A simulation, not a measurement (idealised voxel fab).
The name of this process module is voxel ribs on slabs.
Each square cell in cross-section cut measures 5 nm, and the section as a whole is 190 nm wide.
Cross-section layout: square cells on a grid; listed as bands, top to bottom; a band spans one or more cell rows. What a band's entry tells you: where the top is and where the bottom is, as heights in nm, and after that what lies inside, material by material from left to right, each with its width in nm. Empty space is written as the word "blank", and a single material marked with the word "edge to edge" occupies the band from edge to edge. Heights from 0 (as-received wafer is one material below). Bottom band endless downward, as "top 0, no bottom". Quick explanation for "30->40": the width changes in equal steps down the rows of cells, from the first number in the band's top row to the second number in its bottom row. "no modification" for a step: no cell of the cross-section changed in that step. Empty spaces counting at least 8 cells and having no open way to the top are listed in "Enclosed internal voids". The notation width x height at distance is used for each, the distance being from the left edge and all three values in nm. If you see something after the settings on a step's line, that's the simulator's own remark about that step. "overlay nm" denotes, for a step that has a mask, the displacement of the mask to the right of its planned place, with negative values corresponding to the left.

This section lists the process steps that were planned:
1,RECEIVE (material Si)
2,DIRECTIONAL_DEP (material SiO2; thk nm 20)
3,DIRECTIONAL_DEP (material polySi; thk nm 15)
4,MASKED_ETCH (tone cover; mask id RIB; width nm 20; etch materials polySi; depth nm 5; overlay nm 0)
5,DIRECTIONAL_DEP (material aC; thk nm 15)
6,PATTERN (tone cover; mask id SLAB; material resist; width nm 70; thk nm 30; overlay nm 0)
7,DIRECTIONAL_ETCH (etch materials aC; depth nm 15)
8,STRIP (etch materials resist)
9,DIRECTIONAL_ETCH (etch materials polySi; depth nm 10)
10,STRIP (etch materials aC)
11,FILL_DEP (material SiO2; thk nm 30)
12,CMP (height nm 55)
13,DIRECTIONAL_DEP (material W; thk nm 10)
14,PATTERN (tone cover; mask id HEATER; material resist; width nm 40; thk nm 20; overlay nm 0)
15,DIRECTIONAL_ETCH (etch materials W; depth nm 10)
16,STRIP (etch materials resist)
17,CONFORMAL_DEP (material SiN; thk nm 5)
Across this set of wafers, the varied parameter is the width nm of step 4. Starting conditions are identical for every wafer, and the plan reports the value assigned to the first wafer.

Cross-section of the first incoming wafer of several, state after step 1:
    top 0, no bottom = Si edge to edge
    Enclosed internal voids: none

Quick look at the cross-section of the first of several wafers after step 17, which wraps up the module:
    top 70, bottom 65 = 70 blank / 50 SiN / 70 blank
    top 65, bottom 60 = 70 blank / 5 SiN / 40 W / 5 SiN / 70 blank
    top 60, bottom 55 = 75 SiN / 40 W / 75 SiN
    top 55, bottom 35 = SiO2 edge to edge
    top 35, bottom 30 = 85 SiO2 / 20 polySi / 85 SiO2
    top 30, bottom 20 = 60 SiO2 / 70 polySi / 60 SiO2
    top 20, bottom 0 = SiO2 edge to edge
    top 0, no bottom = Si edge to edge
    Enclosed internal voids: none

Cross-section at module completion, last wafer:
    top 70, bottom 65 = 70 blank / 50 SiN / 70 blank
    top 65, bottom 60 = 70 blank / 5 SiN / 40 W / 5 SiN / 70 blank
    top 60, bottom 55 = 75 SiN / 40 W / 75 SiN
    top 55, bottom 35 = SiO2 edge to edge
    top 35, bottom 30 = 75 SiO2 / 45 polySi / 70 SiO2
    top 30, bottom 20 = 60 SiO2 / 70 polySi / 60 SiO2
    top 20, bottom 0 = SiO2 edge to edge
    top 0, no bottom = Si edge to edge
    Enclosed internal voids: none

Wafer rows, end of module: cells per material gained (+) or lost (-) since receipt; closed voids last:
width nm 20, +42 SiN, +386 SiO2, +16 W, +32 polySi, Enclosed internal voids: none
width nm 25, +42 SiN, +385 SiO2, +16 W, +33 polySi, Enclosed internal voids: none
width nm 30, +42 SiN, +384 SiO2, +16 W, +34 polySi, Enclosed internal voids: none
width nm 35, +42 SiN, +383 SiO2, +16 W, +35 polySi, Enclosed internal voids: none
width nm 40, +42 SiN, +382 SiO2, +16 W, +36 polySi, Enclosed internal voids: none
width nm 45, +42 SiN, +381 SiO2, +16 W, +37 polySi, Enclosed internal voids: none
